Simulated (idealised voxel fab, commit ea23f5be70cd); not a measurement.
A process module follows: voxel trench capacitor.
The cross-section shown here is cut; it is 160 nm wide and divided into square cells measuring 5 nm on a side.
A cross-section is a grid of square cells, given in bands from the top down. A band is one or more rows of cells. Within each band entry, the heights of the top and of the bottom of the band appear first, in that order and in nm; the materials of the band then follow from left to right, each with its corresponding width in nm. The designation "full width" on a single material indicates that it fills the band from edge to edge; the designation "air" indicates empty space. Measure heights from 0. That's the level where, below it, the as-received wafer is all one material. The lowest band is bottomless and extends downward; write it as in "0 -> down". Think of "30..40" as a width that walks from the first number to the second as you go down the band, top row to bottom row, taking equal-sized steps from row to row. Take "remained unchanged" at face value: in the step it is given for, the cross-section changed in none of its cells. If an empty space has no open way to the top and is at least 8 cells in size, "Closed-off voids" lists it, written width x height at distance, where distance is measured from the left edge and every value is in nm. What comes after the settings on a step's line is commentary from the simulator itself on that step. "overlay nm" answers the question of how far to the right of plan the mask lay on a step that has a mask, and when it is negative the answer is to the left. How should the pairs below be read? Each gives the cross-section before one process step and the cross-section after it, the latter drawn only to the lowest band that changed; the step that lies between them, with its settings, appears under the pair. Does a pair pick up where the pair above left off? Only where its entry headed "Pre-processing view" says so, since pairs can come from different runs of this module on the same starting wafer.
[Pre-processing view]
> 0 -> down: Si full width
> Closed-off voids: none
[Resultant Cross-Section]
> 5 -> 0: SiN full width
> Lower than 0, everything is as it was.
> Closed-off voids: none
Upper to lower cross-section via CONFORMAL_DEP | material SiN | thk nm 5
Pre-processing view: no separate figure, the pair right above already shows it after its step.
[Resultant Cross-Section]
> 25 -> 5: 15 nm resist / 30 nm air / 20 nm resist / 30 nm air / 20 nm resist / 30 nm air / 15 nm resist
> Lower than 5, everything is as it was.
> Closed-off voids: none
Upper to lower cross-section via PATTERN | tone open | mask id TRENCH | material resist | width nm 30 | pitch nm 50 | thk nm 20 | overlay nm 0
Pre-processing view: no separate figure, the pair right above already shows it after its step.
[Resultant Cross-Section]
> 25 -> 5: 15 nm resist / 30 nm air / 20 nm resist / 30 nm air / 20 nm resist / 30 nm air / 15 nm resist
> 5 -> 0: 15 nm SiN / 30 nm air / 20 nm SiN / 30 nm air / 20 nm SiN / 30 nm air / 15 nm SiN
> Lower than 0, everything is as it was.
> Closed-off voids: none
Upper to lower cross-section via DIRECTIONAL_ETCH | etch materials SiN | depth nm 5
Pre-processing view: no separate figure, the pair right above already shows it after its step.
[Resultant Cross-Section]
> 25 -> 5: 15 nm resist / 30 nm air / 20 nm resist / 30 nm air / 20 nm resist / 30 nm air / 15 nm resist
> 5 -> 0: 15 nm SiN / 30 nm air / 20 nm SiN / 30 nm air / 20 nm SiN / 30 nm air / 15 nm SiN
> 0 -> -25: 15 nm Si / 30 nm air / 20 nm Si / 30 nm air / 20 nm Si / 30 nm air / 15 nm Si
> Lower than -25, everything is as it was.
> Closed-off voids: none
Upper to lower cross-section via DIRECTIONAL_ETCH | etch materials Si | depth nm 25
Pre-processing view: no separate figure, the pair right above already shows it after its step.
[Resultant Cross-Section]
> 5 -> 0: 15 nm SiN / 30 nm air / 20 nm SiN / 30 nm air / 20 nm SiN / 30 nm air / 15 nm SiN
> Lower than 0, everything is as it was.
> Closed-off voids: none
Upper to lower cross-section via STRIP | etch materials resist
Pre-processing view: no separate figure, the pair right above already shows it after its step.
[Resultant Cross-Section]
> 10 -> 5: 20 nm Al2O3 / 20 nm air / 30 nm Al2O3 / 20 nm air / 30 nm Al2O3 / 20 nm air / 20 nm Al2O3
> 5 -> 0: 15 nm SiN / 5 nm Al2O3 / 20 nm air / 5 nm Al2O3 / 20 nm SiN / 5 nm Al2O3 / 20 nm air / 5 nm Al2O3 / 20 nm SiN / 5 nm Al2O3 / 20 nm air / 5 nm Al2O3 / 15 nm SiN
> 0 -> -20: 15 nm Si / 5 nm Al2O3 / 20 nm air / 5 nm Al2O3 / 20 nm Si / 5 nm Al2O3 / 20 nm air / 5 nm Al2O3 / 20 nm Si / 5 nm Al2O3 / 20 nm air / 5 nm Al2O3 / 15 nm Si
> -20 -> -25: 15 nm Si / 30 nm Al2O3 / 20 nm Si / 30 nm Al2O3 / 20 nm Si / 30 nm Al2O3 / 15 nm Si
> Lower than -25, everything is as it was.
> Closed-off voids: none
Upper to lower cross-section via CONFORMAL_DEP | material Al2O3 | thk nm 5
Pre-processing view: no separate figure, the pair right above already shows it after its step.
[Resultant Cross-Section]
> 15 -> 10: 25 nm TiN / 10 nm air / 40 nm TiN / 10 nm air / 40 nm TiN / 10 nm air / 25 nm TiN
> 10 -> 5: 20 nm Al2O3 / 5 nm TiN / 10 nm air / 5 nm TiN / 30 nm Al2O3 / 5 nm TiN / 10 nm air / 5 nm TiN / 30 nm Al2O3 / 5 nm TiN / 10 nm air / 5 nm TiN / 20 nm Al2O3
> 5 -> 0: 15 nm SiN / 5 nm Al2O3 / 5 nm TiN / 10 nm air / 5 nm TiN / 5 nm Al2O3 / 20 nm SiN / 5 nm Al2O3 / 5 nm TiN / 10 nm air / 5 nm TiN / 5 nm Al2O3 / 20 nm SiN / 5 nm Al2O3 / 5 nm TiN / 10 nm air / 5 nm TiN / 5 nm Al2O3 / 15 nm SiN
> 0 -> -15: 15 nm Si / 5 nm Al2O3 / 5 nm TiN / 10 nm air / 5 nm TiN / 5 nm Al2O3 / 20 nm Si / 5 nm Al2O3 / 5 nm TiN / 10 nm air / 5 nm TiN / 5 nm Al2O3 / 20 nm Si / 5 nm Al2O3 / 5 nm TiN / 10 nm air / 5 nm TiN / 5 nm Al2O3 / 15 nm Si
> -15 -> -20: 15 nm Si / 5 nm Al2O3 / 20 nm TiN / 5 nm Al2O3 / 20 nm Si / 5 nm Al2O3 / 20 nm TiN / 5 nm Al2O3 / 20 nm Si / 5 nm Al2O3 / 20 nm TiN / 5 nm Al2O3 / 15 nm Si
> Lower than -20, everything is as it was.
> Closed-off voids: none
Upper to lower cross-section via CONFORMAL_DEP | material TiN | thk nm 5
Pre-processing view: no separate figure, the pair right above already shows it after its step.
[Resultant Cross-Section]
> 25 -> 15: W full width
> 15 -> 10: 25 nm TiN / 10 nm W / 40 nm TiN / 10 nm W / 40 nm TiN / 10 nm W / 25 nm TiN
> 10 -> 5: 20 nm Al2O3 / 5 nm TiN / 10 nm W / 5 nm TiN / 30 nm Al2O3 / 5 nm TiN / 10 nm W / 5 nm TiN / 30 nm Al2O3 / 5 nm TiN / 10 nm W / 5 nm TiN / 20 nm Al2O3
> 5 -> 0: 15 nm SiN / 5 nm Al2O3 / 5 nm TiN / 10 nm W / 5 nm TiN / 5 nm Al2O3 / 20 nm SiN / 5 nm Al2O3 / 5 nm TiN / 10 nm W / 5 nm TiN / 5 nm Al2O3 / 20 nm SiN / 5 nm Al2O3 / 5 nm TiN / 10 nm W / 5 nm TiN / 5 nm Al2O3 / 15 nm SiN
> 0 -> -15: 15 nm Si / 5 nm Al2O3 / 5 nm TiN / 10 nm W / 5 nm TiN / 5 nm Al2O3 / 20 nm Si / 5 nm Al2O3 / 5 nm TiN / 10 nm W / 5 nm TiN / 5 nm Al2O3 / 20 nm Si / 5 nm Al2O3 / 5 nm TiN / 10 nm W / 5 nm TiN / 5 nm Al2O3 / 15 nm Si
> Lower than -15, everything is as it was.
> Closed-off voids: none
Upper to lower cross-section via FILL_DEP | material W | thk nm 10
Pre-processing view: no separate figure, the pair right above already shows it after its step.
[Resultant Cross-Section]
> 5 -> 0: 15 nm SiN / 5 nm Al2O3 / 5 nm TiN / 10 nm W / 5 nm TiN / 5 nm Al2O3 / 20 nm SiN / 5 nm Al2O3 / 5 nm TiN / 10 nm W / 5 nm TiN / 5 nm Al2O3 / 20 nm SiN / 5 nm Al2O3 / 5 nm TiN / 10 nm W / 5 nm TiN / 5 nm Al2O3 / 15 nm SiN
> Lower than 0, everything is as it was.
> Closed-off voids: none
Upper to lower cross-section via CMP | height nm 5
[Pre-processing view]
> 25 -> 5: 15 nm resist / 30 nm air / 20 nm resist / 30 nm air / 20 nm resist / 30 nm air / 15 nm resist
> 5 -> 0: 15 nm SiN / 30 nm air / 20 nm SiN / 30 nm air / 20 nm SiN / 30 nm air / 15 nm SiN
> 0 -> -25: 15 nm Si / 30 nm air / 20 nm Si / 30 nm air / 20 nm Si / 30 nm air / 15 nm Si
> -25 -> down: Si full width
> Closed-off voids: none
[Resultant Cross-Section]
> 25 -> 5: 15 nm resist / 30 nm air / 20 nm resist / 30 nm air / 20 nm resist / 30 nm air / 15 nm resist
> 5 -> 0: 15 nm SiN / 30 nm air / 20 nm SiN / 30 nm air / 20 nm SiN / 30 nm air / 15 nm SiN
> 0 -> -50: 15 nm Si / 30 nm air / 20 nm Si / 30 nm air / 20 nm Si / 30 nm air / 15 nm Si
> Lower than -50, everything is as it was.
> Closed-off voids: none
Upper to lower cross-section via DIRECTIONAL_ETCH | etch materials Si | depth nm 25
Pre-processing view: no separate figure, the pair right above already shows it after its step.
[Resultant Cross-Section]
> 5 -> 0: 15 nm SiN / 30 nm air / 20 nm SiN / 30 nm air / 20 nm SiN / 30 nm air / 15 nm SiN
> Lower than 0, everything is as it was.
> Closed-off voids: none
Upper to lower cross-section via STRIP | etch materials resist
Pre-processing view: no separate figure, the pair right above already shows it after its step.
[Resultant Cross-Section]
> 10 -> 5: 20 nm Al2O3 / 20 nm air / 30 nm Al2O3 / 20 nm air / 30 nm Al2O3 / 20 nm air / 20 nm Al2O3
> 5 -> 0: 15 nm SiN / 5 nm Al2O3 / 20 nm air / 5 nm Al2O3 / 20 nm SiN / 5 nm Al2O3 / 20 nm air / 5 nm Al2O3 / 20 nm SiN / 5 nm Al2O3 / 20 nm air / 5 nm Al2O3 / 15 nm SiN
> 0 -> -45: 15 nm Si / 5 nm Al2O3 / 20 nm air / 5 nm Al2O3 / 20 nm Si / 5 nm Al2O3 / 20 nm air / 5 nm Al2O3 / 20 nm Si / 5 nm Al2O3 / 20 nm air / 5 nm Al2O3 / 15 nm Si
> -45 -> -50: 15 nm Si / 30 nm Al2O3 / 20 nm Si / 30 nm Al2O3 / 20 nm Si / 30 nm Al2O3 / 15 nm Si
> Lower than -50, everything is as it was.
> Closed-off voids: none
Upper to lower cross-section via CONFORMAL_DEP | material Al2O3 | thk nm 5
Pre-processing view: no separate figure, the pair right above already shows it after its step.
[Resultant Cross-Section]
> 15 -> 10: 25 nm TiN / 10 nm air / 40 nm TiN / 10 nm air / 40 nm TiN / 10 nm air / 25 nm TiN
> 10 -> 5: 20 nm Al2O3 / 5 nm TiN / 10 nm air / 5 nm TiN / 30 nm Al2O3 / 5 nm TiN / 10 nm air / 5 nm TiN / 30 nm Al2O3 / 5 nm TiN / 10 nm air / 5 nm TiN / 20 nm Al2O3
> 5 -> 0: 15 nm SiN / 5 nm Al2O3 / 5 nm TiN / 10 nm air / 5 nm TiN / 5 nm Al2O3 / 20 nm SiN / 5 nm Al2O3 / 5 nm TiN / 10 nm air / 5 nm TiN / 5 nm Al2O3 / 20 nm SiN / 5 nm Al2O3 / 5 nm TiN / 10 nm air / 5 nm TiN / 5 nm Al2O3 / 15 nm SiN
> 0 -> -40: 15 nm Si / 5 nm Al2O3 / 5 nm TiN / 10 nm air / 5 nm TiN / 5 nm Al2O3 / 20 nm Si / 5 nm Al2O3 / 5 nm TiN / 10 nm air / 5 nm TiN / 5 nm Al2O3 / 20 nm Si / 5 nm Al2O3 / 5 nm TiN / 10 nm air / 5 nm TiN / 5 nm Al2O3 / 15 nm Si
> -40 -> -45: 15 nm Si / 5 nm Al2O3 / 20 nm TiN / 5 nm Al2O3 / 20 nm Si / 5 nm Al2O3 / 20 nm TiN / 5 nm Al2O3 / 20 nm Si / 5 nm Al2O3 / 20 nm TiN / 5 nm Al2O3 / 15 nm Si
> Lower than -45, everything is as it was.
> Closed-off voids: none
Upper to lower cross-section via CONFORMAL_DEP | material TiN | thk nm 5
Pre-processing view: no separate figure, the pair right above already shows it after its step.
[Resultant Cross-Section]
> 25 -> 15: W full width
> 15 -> 10: 25 nm TiN / 10 nm W / 40 nm TiN / 10 nm W / 40 nm TiN / 10 nm W / 25 nm TiN
> 10 -> 5: 20 nm Al2O3 / 5 nm TiN / 10 nm W / 5 nm TiN / 30 nm Al2O3 / 5 nm TiN / 10 nm W / 5 nm TiN / 30 nm Al2O3 / 5 nm TiN / 10 nm W / 5 nm TiN / 20 nm Al2O3
> 5 -> 0: 15 nm SiN / 5 nm Al2O3 / 5 nm TiN / 10 nm W / 5 nm TiN / 5 nm Al2O3 / 20 nm SiN / 5 nm Al2O3 / 5 nm TiN / 10 nm W / 5 nm TiN / 5 nm Al2O3 / 20 nm SiN / 5 nm Al2O3 / 5 nm TiN / 10 nm W / 5 nm TiN / 5 nm Al2O3 / 15 nm SiN
> 0 -> -40: 15 nm Si / 5 nm Al2O3 / 5 nm TiN / 10 nm W / 5 nm TiN / 5 nm Al2O3 / 20 nm Si / 5 nm Al2O3 / 5 nm TiN / 10 nm W / 5 nm TiN / 5 nm Al2O3 / 20 nm Si / 5 nm Al2O3 / 5 nm TiN / 10 nm W / 5 nm TiN / 5 nm Al2O3 / 15 nm Si
> Lower than -40, everything is as it was.
> Closed-off voids: none
Upper to lower cross-section via FILL_DEP | material W | thk nm 10
Pre-processing view: no separate figure, the pair right above already shows it after its step.
[Resultant Cross-Section]
> 5 -> 0: 15 nm SiN / 5 nm Al2O3 / 5 nm TiN / 10 nm W / 5 nm TiN / 5 nm Al2O3 / 20 nm SiN / 5 nm Al2O3 / 5 nm TiN / 10 nm W / 5 nm TiN / 5 nm Al2O3 / 20 nm SiN / 5 nm Al2O3 / 5 nm TiN / 10 nm W / 5 nm TiN / 5 nm Al2O3 / 15 nm SiN
> Lower than 0, everything is as it was.
> Closed-off voids: none
Upper to lower cross-section via CMP | height nm 5
[Pre-processing view]
> 5 -> 0: 15 nm SiN / 30 nm air / 20 nm SiN / 30 nm air / 20 nm SiN / 30 nm air / 15 nm SiN
> 0 -> -25: 15 nm Si / 30 nm air / 20 nm Si / 30 nm air / 20 nm Si / 30 nm air / 15 nm Si
> -25 -> down: Si full width
> Closed-off voids: none
[Resultant Cross-Section]
> 10 -> 5: 20 nm TiN / 20 nm air / 30 nm TiN / 20 nm air / 30 nm TiN / 20 nm air / 20 nm TiN
> 5 -> 0: 15 nm SiN / 5 nm TiN / 20 nm air / 5 nm TiN / 20 nm SiN / 5 nm TiN / 20 nm air / 5 nm TiN / 20 nm SiN / 5 nm TiN / 20 nm air / 5 nm TiN / 15 nm SiN
> 0 -> -20: 15 nm Si / 5 nm TiN / 20 nm air / 5 nm TiN / 20 nm Si / 5 nm TiN / 20 nm air / 5 nm TiN / 20 nm Si / 5 nm TiN / 20 nm air / 5 nm TiN / 15 nm Si
> -20 -> -25: 15 nm Si / 30 nm TiN / 20 nm Si / 30 nm TiN / 20 nm Si / 30 nm TiN / 15 nm Si
> Lower than -25, everything is as it was.
> Closed-off voids: none
Upper to lower cross-section via CONFORMAL_DEP | material TiN | thk nm 5
Pre-processing view: no separate figure, the pair right above already shows it after its step.
[Resultant Cross-Section]
> 15 -> 10: 25 nm Al2O3 / 10 nm air / 40 nm Al2O3 / 10 nm air / 40 nm Al2O3 / 10 nm air / 25 nm Al2O3
> 10 -> 5: 20 nm TiN / 5 nm Al2O3 / 10 nm air / 5 nm Al2O3 / 30 nm TiN / 5 nm Al2O3 / 10 nm air / 5 nm Al2O3 / 30 nm TiN / 5 nm Al2O3 / 10 nm air / 5 nm Al2O3 / 20 nm TiN
> 5 -> 0: 15 nm SiN / 5 nm TiN / 5 nm Al2O3 / 10 nm air / 5 nm Al2O3 / 5 nm TiN / 20 nm SiN / 5 nm TiN / 5 nm Al2O3 / 10 nm air / 5 nm Al2O3 / 5 nm TiN / 20 nm SiN / 5 nm TiN / 5 nm Al2O3 / 10 nm air / 5 nm Al2O3 / 5 nm TiN / 15 nm SiN
> 0 -> -15: 15 nm Si / 5 nm TiN / 5 nm Al2O3 / 10 nm air / 5 nm Al2O3 / 5 nm TiN / 20 nm Si / 5 nm TiN / 5 nm Al2O3 / 10 nm air / 5 nm Al2O3 / 5 nm TiN / 20 nm Si / 5 nm TiN / 5 nm Al2O3 / 10 nm air / 5 nm Al2O3 / 5 nm TiN / 15 nm Si
> -15 -> -20: 15 nm Si / 5 nm TiN / 20 nm Al2O3 / 5 nm TiN / 20 nm Si / 5 nm TiN / 20 nm Al2O3 / 5 nm TiN / 20 nm Si / 5 nm TiN / 20 nm Al2O3 / 5 nm TiN / 15 nm Si
> Lower than -20, everything is as it was.
> Closed-off voids: none
Upper to lower cross-section via CONFORMAL_DEP | material Al2O3 | thk nm 5
Pre-processing view: no separate figure, the pair right above already shows it after its step.
[Resultant Cross-Section]
> 25 -> 15: W full width
> 15 -> 10: 25 nm Al2O3 / 10 nm W / 40 nm Al2O3 / 10 nm W / 40 nm Al2O3 / 10 nm W / 25 nm Al2O3
> 10 -> 5: 20 nm TiN / 5 nm Al2O3 / 10 nm W / 5 nm Al2O3 / 30 nm TiN / 5 nm Al2O3 / 10 nm W / 5 nm Al2O3 / 30 nm TiN / 5 nm Al2O3 / 10 nm W / 5 nm Al2O3 / 20 nm TiN
> 5 -> 0: 15 nm SiN / 5 nm TiN / 5 nm Al2O3 / 10 nm W / 5 nm Al2O3 / 5 nm TiN / 20 nm SiN / 5 nm TiN / 5 nm Al2O3 / 10 nm W / 5 nm Al2O3 / 5 nm TiN / 20 nm SiN / 5 nm TiN / 5 nm Al2O3 / 10 nm W / 5 nm Al2O3 / 5 nm TiN / 15 nm SiN
> 0 -> -15: 15 nm Si / 5 nm TiN / 5 nm Al2O3 / 10 nm W / 5 nm Al2O3 / 5 nm TiN / 20 nm Si / 5 nm TiN / 5 nm Al2O3 / 10 nm W / 5 nm Al2O3 / 5 nm TiN / 20 nm Si / 5 nm TiN / 5 nm Al2O3 / 10 nm W / 5 nm Al2O3 / 5 nm TiN / 15 nm Si
> Lower than -15, everything is as it was.
> Closed-off voids: none
Upper to lower cross-section via FILL_DEP | material W | thk nm 10
Pre-processing view: no separate figure, the pair right above already shows it after its step.
[Resultant Cross-Section]
> 5 -> 0: 15 nm SiN / 5 nm TiN / 5 nm Al2O3 / 10 nm W / 5 nm Al2O3 / 5 nm TiN / 20 nm SiN / 5 nm TiN / 5 nm Al2O3 / 10 nm W / 5 nm Al2O3 / 5 nm TiN / 20 nm SiN / 5 nm TiN / 5 nm Al2O3 / 10 nm W / 5 nm Al2O3 / 5 nm TiN / 15 nm SiN
> Lower than 0, everything is as it was.
> Closed-off voids: none
Upper to lower cross-section via CMP | height nm 5
[Pre-processing view]
> 25 -> 15: W full width
> 15 -> 10: 25 nm TiN / 10 nm W / 40 nm TiN / 10 nm W / 40 nm TiN / 10 nm W / 25 nm TiN
> 10 -> 5: 20 nm Al2O3 / 5 nm TiN / 10 nm W / 5 nm TiN / 30 nm Al2O3 / 5 nm TiN / 10 nm W / 5 nm TiN / 30 nm Al2O3 / 5 nm TiN / 10 nm W / 5 nm TiN / 20 nm Al2O3
> 5 -> 0: 15 nm SiN / 5 nm Al2O3 / 5 nm TiN / 10 nm W / 5 nm TiN / 5 nm Al2O3 / 20 nm SiN / 5 nm Al2O3 / 5 nm TiN / 10 nm W / 5 nm TiN / 5 nm Al2O3 / 20 nm SiN / 5 nm Al2O3 / 5 nm TiN / 10 nm W / 5 nm TiN / 5 nm Al2O3 / 15 nm SiN
> 0 -> -15: 15 nm Si / 5 nm Al2O3 / 5 nm TiN / 10 nm W / 5 nm TiN / 5 nm Al2O3 / 20 nm Si / 5 nm Al2O3 / 5 nm TiN / 10 nm W / 5 nm TiN / 5 nm Al2O3 / 20 nm Si / 5 nm Al2O3 / 5 nm TiN / 10 nm W / 5 nm TiN / 5 nm Al2O3 / 15 nm Si
> -15 -> -20: 15 nm Si / 5 nm Al2O3 / 20 nm TiN / 5 nm Al2O3 / 20 nm Si / 5 nm Al2O3 / 20 nm TiN / 5 nm Al2O3 / 20 nm Si / 5 nm Al2O3 / 20 nm TiN / 5 nm Al2O3 / 15 nm Si
> -20 -> -25: 15 nm Si / 30 nm Al2O3 / 20 nm Si / 30 nm Al2O3 / 20 nm Si / 30 nm Al2O3 / 15 nm Si
> -25 -> down: Si full width
> Closed-off voids: none
[Resultant Cross-Section]
> 10 -> 5: 20 nm Al2O3 / 5 nm TiN / 10 nm W / 5 nm TiN / 30 nm Al2O3 / 5 nm TiN / 10 nm W / 5 nm TiN / 30 nm Al2O3 / 5 nm TiN / 10 nm W / 5 nm TiN / 20 nm Al2O3
> Lower than 5, everything is as it was.
> Closed-off voids: none
Upper to lower cross-section via CMP | height nm 10
[Pre-processing view]
> 5 -> 0: SiN full width
> 0 -> down: Si full width
> Closed-off voids: none
[Resultant Cross-Section]
> 25 -> 5: 20 nm resist / 20 nm air / 30 nm resist / 20 nm air / 30 nm resist / 20 nm air / 20 nm resist
> Lower than 5, everything is as it was.
> Closed-off voids: none
Upper to lower cross-section via PATTERN | tone open | mask id TRENCH | material resist | width nm 20 | pitch nm 50 | thk nm 20 | overlay nm 0
Pre-processing view: no separate figure, the pair right above already shows it after its step.
[Resultant Cross-Section]
> 25 -> 5: 20 nm resist / 20 nm air / 30 nm resist / 20 nm air / 30 nm resist / 20 nm air / 20 nm resist
> 5 -> 0: 20 nm SiN / 20 nm air / 30 nm SiN / 20 nm air / 30 nm SiN / 20 nm air / 20 nm SiN
> Lower than 0, everything is as it was.
> Closed-off voids: none
Upper to lower cross-section via DIRECTIONAL_ETCH | etch materials SiN | depth nm 5
Pre-processing view: no separate figure, the pair right above already shows it after its step.
[Resultant Cross-Section]
> 25 -> 5: 20 nm resist / 20 nm air / 30 nm resist / 20 nm air / 30 nm resist / 20 nm air / 20 nm resist
> 5 -> 0: 20 nm SiN / 20 nm air / 30 nm SiN / 20 nm air / 30 nm SiN / 20 nm air / 20 nm SiN
> 0 -> -25: 20 nm Si / 20 nm air / 30 nm Si / 20 nm air / 30 nm Si / 20 nm air / 20 nm Si
> Lower than -25, everything is as it was.
> Closed-off voids: none
Upper to lower cross-section via DIRECTIONAL_ETCH | etch materials Si | depth nm 25
Pre-processing view: no separate figure, the pair right above already shows it after its step.
[Resultant Cross-Section]
> 5 -> 0: 20 nm SiN / 20 nm air / 30 nm SiN / 20 nm air / 30 nm SiN / 20 nm air / 20 nm SiN
> Lower than 0, everything is as it was.
> Closed-off voids: none
Upper to lower cross-section via STRIP | etch materials resist
Pre-processing view: no separate figure, the pair right above already shows it after its step.
[Resultant Cross-Section]
> 10 -> 5: 25 nm Al2O3 / 10 nm air / 40 nm Al2O3 / 10 nm air / 40 nm Al2O3 / 10 nm air / 25 nm Al2O3
> 5 -> 0: 20 nm SiN / 5 nm Al2O3 / 10 nm air / 5 nm Al2O3 / 30 nm SiN / 5 nm Al2O3 / 10 nm air / 5 nm Al2O3 / 30 nm SiN / 5 nm Al2O3 / 10 nm air / 5 nm Al2O3 / 20 nm SiN
> 0 -> -20: 20 nm Si / 5 nm Al2O3 / 10 nm air / 5 nm Al2O3 / 30 nm Si / 5 nm Al2O3 / 10 nm air / 5 nm Al2O3 / 30 nm Si / 5 nm Al2O3 / 10 nm air / 5 nm Al2O3 / 20 nm Si
> -20 -> -25: 20 nm Si / 20 nm Al2O3 / 30 nm Si / 20 nm Al2O3 / 30 nm Si / 20 nm Al2O3 / 20 nm Si
> Lower than -25, everything is as it was.
> Closed-off voids: none
Upper to lower cross-section via CONFORMAL_DEP | material Al2O3 | thk nm 5
Pre-processing view: no separate figure, the pair right above already shows it after its step.
[Resultant Cross-Section]
> 15 -> 10: TiN full width
> 10 -> 5: 25 nm Al2O3 / 10 nm TiN / 40 nm Al2O3 / 10 nm TiN / 40 nm Al2O3 / 10 nm TiN / 25 nm Al2O3
> 5 -> 0: 20 nm SiN / 5 nm Al2O3 / 10 nm TiN / 5 nm Al2O3 / 30 nm SiN / 5 nm Al2O3 / 10 nm TiN / 5 nm Al2O3 / 30 nm SiN / 5 nm Al2O3 / 10 nm TiN / 5 nm Al2O3 / 20 nm SiN
> 0 -> -20: 20 nm Si / 5 nm Al2O3 / 10 nm TiN / 5 nm Al2O3 / 30 nm Si / 5 nm Al2O3 / 10 nm TiN / 5 nm Al2O3 / 30 nm Si / 5 nm Al2O3 / 10 nm TiN / 5 nm Al2O3 / 20 nm Si
> Lower than -20, everything is as it was.
> Closed-off voids: none
Upper to lower cross-section via CONFORMAL_DEP | material TiN | thk nm 5
Pre-processing view: no separate figure, the pair right above already shows it after its step.
[Resultant Cross-Section]
> 25 -> 15: W full width
> Lower than 15, everything is as it was.
> Closed-off voids: none
Upper to lower cross-section via FILL_DEP | material W | thk nm 10
Pre-processing view: no separate figure, the pair right above already shows it after its step.
[Resultant Cross-Section]
> 5 -> 0: 20 nm SiN / 5 nm Al2O3 / 10 nm TiN / 5 nm Al2O3 / 30 nm SiN / 5 nm Al2O3 / 10 nm TiN / 5 nm Al2O3 / 30 nm SiN / 5 nm Al2O3 / 10 nm TiN / 5 nm Al2O3 / 20 nm SiN
> Lower than 0, everything is as it was.
> Closed-off voids: none
Upper to lower cross-section via CMP | height nm 5
[Pre-processing view]
> 10 -> 5: 20 nm TiN / 20 nm air / 30 nm TiN / 20 nm air / 30 nm TiN / 20 nm air / 20 nm TiN
> 5 -> 0: 15 nm SiN / 5 nm TiN / 20 nm air / 5 nm TiN / 20 nm SiN / 5 nm TiN / 20 nm air / 5 nm TiN / 20 nm SiN / 5 nm TiN / 20 nm air / 5 nm TiN / 15 nm SiN
> 0 -> -20: 15 nm Si / 5 nm TiN / 20 nm air / 5 nm TiN / 20 nm Si / 5 nm TiN / 20 nm air / 5 nm TiN / 20 nm Si / 5 nm TiN / 20 nm air / 5 nm TiN / 15 nm Si
> -20 -> -25: 15 nm Si / 30 nm TiN / 20 nm Si / 30 nm TiN / 20 nm Si / 30 nm TiN / 15 nm Si
> -25 -> down: Si full width
> Closed-off voids: none
[Resultant Cross-Section]
> 15 -> 5: 25 nm TiN / 10 nm air / 40 nm TiN / 10 nm air / 40 nm TiN / 10 nm air / 25 nm TiN
> 5 -> 0: 15 nm SiN / 10 nm TiN / 10 nm air / 10 nm TiN / 20 nm SiN / 10 nm TiN / 10 nm air / 10 nm TiN / 20 nm SiN / 10 nm TiN / 10 nm air / 10 nm TiN / 15 nm SiN
> 0 -> -15: 15 nm Si / 10 nm TiN / 10 nm air / 10 nm TiN / 20 nm Si / 10 nm TiN / 10 nm air / 10 nm TiN / 20 nm Si / 10 nm TiN / 10 nm air / 10 nm TiN / 15 nm Si
> -15 -> -25: 15 nm Si / 30 nm TiN / 20 nm Si / 30 nm TiN / 20 nm Si / 30 nm TiN / 15 nm Si
> Lower than -25, everything is as it was.
> Closed-off voids: none
Upper to lower cross-section via CONFORMAL_DEP | material TiN | thk nm 5
Pre-processing view: no separate figure, the pair right above already shows it after its step.
[Resultant Cross-Section]
> 25 -> 15: W full width
> 15 -> 5: 25 nm TiN / 10 nm W / 40 nm TiN / 10 nm W / 40 nm TiN / 10 nm W / 25 nm TiN
> 5 -> 0: 15 nm SiN / 10 nm TiN / 10 nm W / 10 nm TiN / 20 nm SiN / 10 nm TiN / 10 nm W / 10 nm TiN / 20 nm SiN / 10 nm TiN / 10 nm W / 10 nm TiN / 15 nm SiN
> 0 -> -15: 15 nm Si / 10 nm TiN / 10 nm W / 10 nm TiN / 20 nm Si / 10 nm TiN / 10 nm W / 10 nm TiN / 20 nm Si / 10 nm TiN / 10 nm W / 10 nm TiN / 15 nm Si
> Lower than -15, everything is as it was.
> Closed-off voids: none
Upper to lower cross-section via FILL_DEP | material W | thk nm 10
Pre-processing view: no separate figure, the pair right above already shows it after its step.
[Resultant Cross-Section]
> 5 -> 0: 15 nm SiN / 10 nm TiN / 10 nm W / 10 nm TiN / 20 nm SiN / 10 nm TiN / 10 nm W / 10 nm TiN / 20 nm SiN / 10 nm TiN / 10 nm W / 10 nm TiN / 15 nm SiN
> Lower than 0, everything is as it was.
> Closed-off voids: none
Upper to lower cross-section via CMP | height nm 5
[Pre-processing view]
> 5 -> 0: SiN full width
> 0 -> down: Si full width
> Closed-off voids: none
[Resultant Cross-Section]
> 25 -> 5: 15 nm air / 30 nm resist / 20 nm air / 30 nm resist / 20 nm air / 30 nm resist / 15 nm air
> Lower than 5, everything is as it was.
> Closed-off voids: none
Upper to lower cross-section via PATTERN | tone cover | mask id TRENCH | material resist | width nm 30 | pitch nm 50 | thk nm 20 | overlay nm 0
Pre-processing view: no separate figure, the pair right above already shows it after its step.
[Resultant Cross-Section]
> 25 -> 5: 15 nm air / 30 nm resist / 20 nm air / 30 nm resist / 20 nm air / 30 nm resist / 15 nm air
> 5 -> 0: 15 nm air / 30 nm SiN / 20 nm air / 30 nm SiN / 20 nm air / 30 nm SiN / 15 nm air
> Lower than 0, everything is as it was.
> Closed-off voids: none
Upper to lower cross-section via DIRECTIONAL_ETCH | etch materials SiN | depth nm 5
Pre-processing view: no separate figure, the pair right above already shows it after its step.
[Resultant Cross-Section]
> 25 -> 5: 15 nm air / 30 nm resist / 20 nm air / 30 nm resist / 20 nm air / 30 nm resist / 15 nm air
> 5 -> 0: 15 nm air / 30 nm SiN / 20 nm air / 30 nm SiN / 20 nm air / 30 nm SiN / 15 nm air
> 0 -> -25: 15 nm air / 30 nm Si / 20 nm air / 30 nm Si / 20 nm air / 30 nm Si / 15 nm air
> Lower than -25, everything is as it was.
> Closed-off voids: none
Upper to lower cross-section via DIRECTIONAL_ETCH | etch materials Si | depth nm 25
Pre-processing view: no separate figure, the pair right above already shows it after its step.
[Resultant Cross-Section]
> 5 -> 0: 15 nm air / 30 nm SiN / 20 nm air / 30 nm SiN / 20 nm air / 30 nm SiN / 15 nm air
> Lower than 0, everything is as it was.
> Closed-off voids: none
Upper to lower cross-section via STRIP | etch materials resist
